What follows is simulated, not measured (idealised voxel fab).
Title: Process Module voxel ribs on slabs
Section cut is 195 nm wide and gridded with 5 nm square cells.
Square cells in a grid make up a cross-section in this document, and the grid is given as bands, listed from the top down, each one or more rows of cells.
For a band, the entry starts with two heights in nm, that of the top and then that of the bottom, and carries on with the band's materials in order from left to right, each alongside its width in nm; the word "throughout" beside a single material means it fills the band edge to edge, and "air" means empty space.
For the purposes of this specification, 0 denotes the height below which the wafer in its as-received condition is composed wholly of one material, and the lowermost band, lacking a lower limit, extends downward without end, as expressed in "0..down".
When a width is written as two numbers, as in "30 to 40", the first number is the width in the top row of cells of the band and the second is the width in its bottom row, and the width changes by the same amount from each row to the next.
Basically "identical to before" means that step didn't change any cell in the cross-section.
"Completely sealed voids": sealed empty spaces, 8 cells or more, no open way to top, listed width x height at distance, with distance from the left edge and width, height and distance in nm.
Read whatever lies past the settings on a step's line as the simulator's own remark about the step.
You can add "overlay nm" to a step's line. For a step with a mask, it describes how far the mask lay to the right of its planned position, and a negative number describes a lay to the left.
These are the steps we planned for the process:
1,RECEIVE: material Si
2,DIRECTIONAL_DEP: material SiO2, thk nm 25
3,DIRECTIONAL_DEP: material polySi, thk nm 20
4,MASKED_ETCH: tone cover, mask id RIB, width nm 15, etch materials polySi, depth nm 15, overlay nm 0
5,DIRECTIONAL_DEP: material aC, thk nm 15
6,PATTERN: tone cover, mask id SLAB, material resist, width nm 65, thk nm 35, overlay nm 0
7,DIRECTIONAL_ETCH: etch materials aC, depth nm 15
8,STRIP: etch materials resist
9,DIRECTIONAL_ETCH: etch materials polySi, depth nm 5
10,STRIP: etch materials aC
11,FILL_DEP: material SiO2, thk nm 20
12,CMP: height nm 55
13,DIRECTIONAL_DEP: material TiN, thk nm 5
14,PATTERN: tone cover, mask id HEATER, material resist, width nm 25, thk nm 20, overlay nm 0
15,DIRECTIONAL_ETCH: etch materials TiN, depth nm 5
16,STRIP: etch materials resist
17,CONFORMAL_DEP: material SiN, thk nm 5
Cross-section of the wafer upon arrival, representing the state reached after step 1:
	0..down = Si throughout
	Completely sealed voids: none
Post-module cross-section of the first of two wafers (run per plan):
	65..60 = air: 80, then SiN: 35, then air: 80
	60..55 = SiN: 85, then TiN: 25, then SiN: 85
	55..45 = SiO2 throughout
	45..30 = SiO2: 90, then polySi: 15, then SiO2: 90
	30..25 = SiO2: 65, then polySi: 65, then SiO2: 65
	25..0 = SiO2 throughout
	0..down = Si throughout
	Completely sealed voids: none
Cross-sectional view: second of two wafers, end of module; start and plan identical to the first, one mistake in running:
	60..55 = air: 85, then TiN: 25, then air: 85
	55..45 = SiO2 throughout
	45..30 = SiO2: 90, then polySi: 15, then SiO2: 90
	30..25 = SiO2: 65, then polySi: 65, then SiO2: 65
	25..0 = SiO2 throughout
	0..down = Si throughout
	Completely sealed voids: none
Diagnosis: plan step 17 skipped
Cell-count delta at end, second wafer over first, by material: -41 SiN
